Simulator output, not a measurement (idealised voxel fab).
process module | voxel transistor to metal
cross-section cut | 285 nm wide | cells 5 nm
A cross-section is a grid of square cells, given in bands from the top down. A band is one or more rows of cells.
Each band's line starts with the height of the band's top and of its bottom, in nm. Then come its materials from left to right, each with its width in nm. One material with "throughout" fills the band from edge to edge. "air" is empty space.
Height 0 is the level under which the wafer as received is all one material. The lowest band goes on downwards, as in "0 down".
A width such as "30 to 40" changes by the same amount from each row of cells to the next, from the band's top row to its bottom row.
"no change" after a step means that no cell of the cross-section changed.
closed voids: empty space of 8 cells or more with no open way to the top, each as width x height at its distance from the left edge, in nm
after a step's settings: what the simulator itself notes on the step
overlay nm, on a step with a mask: how far to the right of its planned place the mask lay; to the left if negative
plan
1 op RECEIVE | material Si
2 op CONFORMAL_DEP | material SiO2 | thk nm 5
3 op CONFORMAL_DEP | material SiN | thk nm 10
4 op PATTERN | tone cover | mask id ACTIVE | material resist | width nm 115 | pitch nm 140 | thk nm 15 | overlay nm 0
5 op DIRECTIONAL_ETCH | etch materials SiN | depth nm 10
6 op DIRECTIONAL_ETCH | etch materials SiO2 | depth nm 5
7 op DIRECTIONAL_ETCH | etch materials Si | depth nm 25
8 op STRIP | etch materials resist
9 op OXIDIZE | depth nm 5
10 op FILL_DEP | material SiO2 | thk nm 5
11 op CMP | height nm 15
12 op SELECTIVE_ETCH | etch materials SiO2 | depth nm 5
13 op STRIP | etch materials SiN
14 op SELECTIVE_ETCH | etch materials SiO2 | depth nm 5
15 op OXIDIZE | depth nm 5
16 op DIRECTIONAL_DEP | material polySi | thk nm 25
17 op DIRECTIONAL_DEP | material SiCN | thk nm 10
18 op PATTERN | tone cover | mask id GATE | material resist | width nm 25 | pitch nm 140 | thk nm 20 | overlay nm 0
19 op DIRECTIONAL_ETCH | etch materials SiCN | depth nm 20
20 op DIRECTIONAL_ETCH | etch materials polySi | depth nm 35
21 op STRIP | etch materials resist
22 op CONFORMAL_DEP | material SiO2 | thk nm 5
23 op DIRECTIONAL_ETCH | etch materials SiO2 | depth nm 5
24 op CONFORMAL_DEP | material SiN | thk nm 10
25 op DIRECTIONAL_ETCH | etch materials SiN | depth nm 10
26 op DIRECTIONAL_ETCH | etch materials SiO2 | depth nm 5
27 op DIRECTIONAL_ETCH | etch materials Si | depth nm 5
28 op EPI | material nSi | thk nm 5
29 op FILL_DEP | material SiO2 | thk nm 5
30 op CMP | height nm 35
31 op DIRECTIONAL_DEP | material SiO2 | thk nm 10
32 op DIRECTIONAL_DEP | material aC | thk nm 10
33 op PATTERN | tone open | mask id CONTACT | material resist | width nm 35 | pitch nm 70 | thk nm 30 | overlay nm 0
34 op DIRECTIONAL_ETCH | etch materials aC | depth nm 10
35 op STRIP | etch materials resist
36 op DIRECTIONAL_ETCH | etch materials SiO2 | depth nm 50
37 op STRIP | etch materials aC
38 op CONFORMAL_DEP | material TiN | thk nm 5
39 op FILL_DEP | material W | thk nm 5
40 op CMP | height nm 45
41 op DIRECTIONAL_DEP | material TiN | thk nm 5
42 op DIRECTIONAL_DEP | material W | thk nm 25
43 op PATTERN | tone cover | mask id METAL_1 | material resist | width nm 20 | thk nm 15 | overlay nm 0
44 op DIRECTIONAL_ETCH | etch materials W | depth nm 25
45 op DIRECTIONAL_ETCH | etch materials TiN | depth nm 5
46 op STRIP | etch materials resist
47 op CONFORMAL_DEP | material SiN | thk nm 5
48 op FILL_DEP | material SiO2 | thk nm 10
49 op CMP | height nm 75
50 op CONFORMAL_DEP | material SiCN | thk nm 5
as received, after step 1
  0 down: Si throughout
  closed voids: none
a wafer at the end: this start, this plan, one mistake
  80 to 75: SiCN throughout
  75 to 50: SiO2 15 | SiN 5 | W 20 | SiN 5 | SiO2 55 | SiN 5 | W 20 | SiN 5 | SiO2 25 | SiN 5 | W 20 | SiN 5 | SiO2 55 | SiN 5 | W 20 | SiN 5 | SiO2 15
  50 to 45: SiN 20 | TiN 20 | SiN 65 | TiN 20 | SiN 35 | TiN 20 | SiN 65 | TiN 20 | SiN 20
  45 to 35: SiO2 20 | TiN 5 | W 25 to 15 | TiN 5 to 15 | SiO2 35 | TiN 5 to 15 | W 25 to 15 | TiN 5 | SiO2 35 | TiN 5 | W 25 to 15 | TiN 5 to 15 | SiO2 35 | TiN 5 to 15 | W 25 to 15 | TiN 5 | SiO2 20
  35 to 25: SiO2 20 | TiN 5 | W 15 | TiN 5 | SiN 10 | SiO2 5 | SiCN 25 | SiO2 5 | SiN 10 | TiN 5 | W 15 | TiN 5 | SiO2 35 | TiN 5 | W 15 | TiN 5 | SiN 10 | SiO2 5 | SiCN 25 | SiO2 5 | SiN 10 | TiN 5 | W 15 | TiN 5 | SiO2 20
  25 to 10: SiO2 20 | TiN 5 | W 15 | TiN 5 | SiN 10 | SiO2 5 | polySi 25 | SiO2 5 | SiN 10 | TiN 5 | W 15 | TiN 5 | SiO2 35 | TiN 5 | W 15 | TiN 5 | SiN 10 | SiO2 5 | polySi 25 | SiO2 5 | SiN 10 | TiN 5 | W 15 | TiN 5 | SiO2 20
  10 to 5: SiO2 20 | TiN 10 | W 10 | TiN 5 | SiN 10 | SiO2 5 | polySi 25 | SiO2 5 | SiN 10 | TiN 5 | W 10 | TiN 10 | SiO2 35 | TiN 10 | W 10 | TiN 5 | SiN 10 | SiO2 5 | polySi 25 | SiO2 5 | SiN 10 | TiN 5 | W 10 | TiN 10 | SiO2 20
  5 to 0: SiO2 15 | SiN 10 | TiN 20 | SiN 10 | SiO2 5 | polySi 25 | SiO2 5 | SiN 10 | TiN 20 | SiN 10 | SiO2 25 | SiN 10 | TiN 20 | SiN 10 | SiO2 5 | polySi 25 | SiO2 5 | SiN 10 | TiN 20 | SiN 10 | SiO2 15
  0 to -5: SiO2 25 | nSi 5 | TiN 10 | nSi 5 | SiO2 55 | nSi 5 | TiN 10 | nSi 5 | SiO2 45 | nSi 5 | TiN 10 | nSi 5 | SiO2 55 | nSi 5 | TiN 10 | nSi 5 | SiO2 25
  -5 to -10: SiO2 20 | Si 5 | nSi 20 | Si 55 | nSi 20 | Si 5 | SiO2 35 | Si 5 | nSi 20 | Si 55 | nSi 20 | Si 5 | SiO2 20
  -10 to -55: SiO2 20 | Si 105 | SiO2 35 | Si 105 | SiO2 20
  -55 down: Si throughout
  closed voids: none
what went wrong: step 7 was run twice
